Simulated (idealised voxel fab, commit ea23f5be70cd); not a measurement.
The process module presented herein is designated voxel released beams.
Pictured: cross-section cut, 170 nm wide, on a grid of 5 nm square cells.
In what follows, cross-sections appear as grids of square cells, described through bands that run from the top down, where every band is one or more rows of cells.
Within each band entry, the heights of the top and of the bottom of the band appear first, in that order and in nm; the materials of the band then follow from left to right, each with its corresponding width in nm. The designation "full width" on a single material indicates that it fills the band from edge to edge; the designation "blank" indicates empty space.
Heads up on the height convention: 0 is the point under which the incoming wafer is all one material, and the lowest band has no bottom, it just keeps going down, like "0 down".
A width such as "30..40" changes by the same amount from each row of cells to the next, from the band's top row to its bottom row.
What does "no alterations made" mean for a step? It means no cell of the cross-section changed in that step.
Under "Fully sealed voids" you'll find the enclosed gaps, the ones with no way out to the top, that are 8 cells or bigger; each reads width x height at distance, with distance counted from the left edge, everything in nm.
Text after the settings on a step's line: the simulator's own remark on that step.
"overlay nm" answers the question of how far to the right of plan the mask lay on a step that has a mask, and when it is negative the answer is to the left.

These are the steps we planned for the process:
| 1 | op RECEIVE | material Si |
| 2 | op CONFORMAL_DEP | material SiN | thk nm 10 |
| 3 | op DIRECTIONAL_DEP | material SiO2 | thk nm 10 |
| 4 | op MASKED_ETCH | tone open | mask id ANCHOR | width nm 45 | etch materials SiO2 | depth nm 10 | overlay nm 0 |
| 5 | op CONFORMAL_DEP | material W | thk nm 15 |
| 6 | op MASKED_ETCH | tone cover | mask id BEAM | width nm 105 | etch materials W | depth nm 15 | overlay nm 0 |
| 7 | op STRIP | etch materials SiO2 |

First of two wafers, with the run carried out as planned:

Cross-section of the wafer as it came to us, i.e., already through step 1:
> 0 down: Si full width
> Fully sealed voids: none

After step 2, in cross-section:
> 10 to 0: SiN full width
> At heights below 0, the structure remains unaltered.

After step 3, in cross-section:
> 20 to 10: SiO2 full width
> At heights below 10, the structure remains unaltered.

After step 4, in cross-section:
> 20 to 10: 35 of SiO2, 45 of blank, 90 of SiO2
> At heights below 10, the structure remains unaltered.

After step 5, in cross-section:
> 35 to 25: 50 of W, 15 of blank, 105 of W
> 25 to 20: W full width
> 20 to 10: 35 of SiO2, 45 of W, 90 of SiO2
> At heights below 10, the structure remains unaltered.

After step 6, in cross-section:
> 35 to 25: 30 of blank, 20 of W, 15 of blank, 70 of W, 35 of blank
> 25 to 20: 30 of blank, 105 of W, 35 of blank
> At heights below 20, the structure remains unaltered.

After step 7, in cross-section:
> 35 to 25: 30 of blank, 20 of W, 15 of blank, 70 of W, 35 of blank
> 25 to 20: 30 of blank, 105 of W, 35 of blank
> 20 to 10: 35 of blank, 45 of W, 90 of blank
> At heights below 10, the structure remains unaltered.

Wafer two. Identical start, identical plan. One mistake in execution. Identical history through step 4:

Second wafer, cut view, end of step 5 per plan:
> 50 to 20: W full width
> 20 to 10: 35 of SiO2, 45 of W, 90 of SiO2
> At heights below 10, the structure remains unaltered.

Second wafer, cut view, end of step 6 per plan:
> 50 to 35: 30 of blank, 105 of W, 35 of blank
> At heights below 35, the structure remains unaltered.

Second wafer, cut view, end of step 7 per plan: no alterations made
Heads up, the wafer didn't run the way we planned it: step 5 of the plan was carried out twice
It is noted that, at the conclusion of processing, the second wafer exhibits a higher or lower cell count for certain materials relative to the first: SiO2: 50 more, W: 108 more
